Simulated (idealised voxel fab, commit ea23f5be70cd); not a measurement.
This is a process module. Its name is voxel air gaps.
We display cut, a cross-section 220 nm in width whose square cells are each 5 nm.
Heads up, the way a cross-section reads in here is a grid of square cells, handed over as bands from the top down, with every band being one or more rows of cells.
Band entry format. Leading values: height of top, height of bottom, nm. Remainder: materials in left-to-right order, each with its width in nm. Special words: "edge to edge" on a single material, which then fills the band edge to edge; "empty", empty space.
Counting heights begins at 0, where everything beneath is, in the wafer as received, one material. The lowest band has no bottom; it goes on downwards, as "z 0 and below" shows.
Read "30 to 40" as a graded width: first number on top, second number at the bottom, same change between each pair of neighbouring rows.
It should be understood that the words "nothing was modified", when stated for a given step, signify that the cross-section underwent no change in any of its cells during that step.
"Closed cavity list": sealed empty spaces, 8 cells or more, no open way to top, listed width x height at distance, with distance from the left edge and width, height and distance in nm.
It should be noted that, on the line of a given step, the content following the step's settings is a remark produced by the simulator itself with respect to that step.
Regarding "overlay nm": on a step with a mask, it is the distance the mask lay to the right of its planned place; a negative value places it to the left.
# List of planned process steps
- 1: RECEIVE | material Si
- 2: CONFORMAL_DEP | material SiO2 | thk nm 15
- 3: CONFORMAL_DEP | material SiCN | thk nm 5
- 4: DIRECTIONAL_DEP | material SiO2 | thk nm 30
- 5: DIRECTIONAL_DEP | material aC | thk nm 10
- 6: PATTERN | tone open | mask id LINES | material resist | width nm 20 | pitch nm 45 | thk nm 30 | overlay nm 0
- 7: DIRECTIONAL_ETCH | etch materials aC | depth nm 10
- 8: STRIP | etch materials resist
- 9: DIRECTIONAL_ETCH | etch materials SiO2 | depth nm 30
- 10: STRIP | etch materials aC
- 11: CONFORMAL_DEP | material TiN | thk nm 5
- 12: FILL_DEP | material W | thk nm 10
- 13: CMP | height nm 50
- 14: EPI | material Ru | thk nm 10
- 15: SELECTIVE_ETCH | etch materials SiO2 | depth nm 40
- 16: CONFORMAL_DEP | material SiCN | thk nm 5
# Received-state cross-section, reflecting completion of step 1
* z 0 and below | Si edge to edge
* Closed cavity list: none
# End-of-module XS, first of two wafers, run as planned
* z 65 to 60 | empty (15) | SiCN (185) | empty (20)
* z 60 to 50 | empty (15) | SiCN (5) | Ru (40) | SiCN (5) | Ru (40) | SiCN (5) | Ru (40) | SiCN (5) | Ru (40) | SiCN (5) | empty (20)
* z 50 to 45 | empty (15) | SiCN (15) | TiN (5) | W (10) | TiN (5) | SiCN (25) | TiN (5) | W (10) | TiN (5) | SiCN (25) | TiN (5) | W (10) | TiN (5) | SiCN (25) | TiN (5) | W (10) | TiN (5) | SiCN (15) | empty (20)
* z 45 to 25 | empty (25) | SiCN (5) | TiN (5) | W (10) | TiN (5) | SiCN (5) | empty (15) | SiCN (5) | TiN (5) | W (10) | TiN (5) | SiCN (5) | empty (15) | SiCN (5) | TiN (5) | W (10) | TiN (5) | SiCN (5) | empty (15) | SiCN (5) | TiN (5) | W (10) | TiN (5) | SiCN (5) | empty (30)
* z 25 to 20 | SiCN (30) | TiN (20) | SiCN (25) | TiN (20) | SiCN (25) | TiN (20) | SiCN (25) | TiN (20) | SiCN (35)
* z 20 to 15 | SiCN edge to edge
* z 15 to 0 | SiO2 edge to edge
* z 0 and below | Si edge to edge
* Closed cavity list: 15 x 20 at 55; 15 x 20 at 100; 15 x 20 at 145
# The second wafer, shown in cross-section after the module: started the same way as the first and given the same plan, yet one mistake crept into how it was run
* z 65 to 60 | empty (25) | SiCN (185) | empty (10)
* z 60 to 50 | empty (25) | SiCN (5) | Ru (40) | SiCN (5) | Ru (40) | SiCN (5) | Ru (40) | SiCN (5) | Ru (40) | SiCN (5) | empty (10)
* z 50 to 45 | empty (25) | SiCN (15) | TiN (5) | W (10) | TiN (5) | SiCN (25) | TiN (5) | W (10) | TiN (5) | SiCN (25) | TiN (5) | W (10) | TiN (5) | SiCN (25) | TiN (5) | W (10) | TiN (5) | SiCN (15) | empty (10)
* z 45 to 25 | empty (35) | SiCN (5) | TiN (5) | W (10) | TiN (5) | SiCN (5) | empty (15) | SiCN (5) | TiN (5) | W (10) | TiN (5) | SiCN (5) | empty (15) | SiCN (5) | TiN (5) | W (10) | TiN (5) | SiCN (5) | empty (15) | SiCN (5) | TiN (5) | W (10) | TiN (5) | SiCN (5) | empty (20)
* z 25 to 20 | SiCN (40) | TiN (20) | SiCN (25) | TiN (20) | SiCN (25) | TiN (20) | SiCN (25) | TiN (20) | SiCN (25)
* z 20 to 15 | SiCN edge to edge
* z 15 to 0 | SiO2 edge to edge
* z 0 and below | Si edge to edge
* Closed cavity list: 15 x 20 at 65; 15 x 20 at 110; 15 x 20 at 155
Want to know what went wrong? step 6 deviated from plan and actually ran as PATTERN | tone open | mask id LINES | material resist | width nm 20 | pitch nm 45 | thk nm 30 | overlay nm 10
Final wafers compared: equal cell tally per material, rearranged layout.
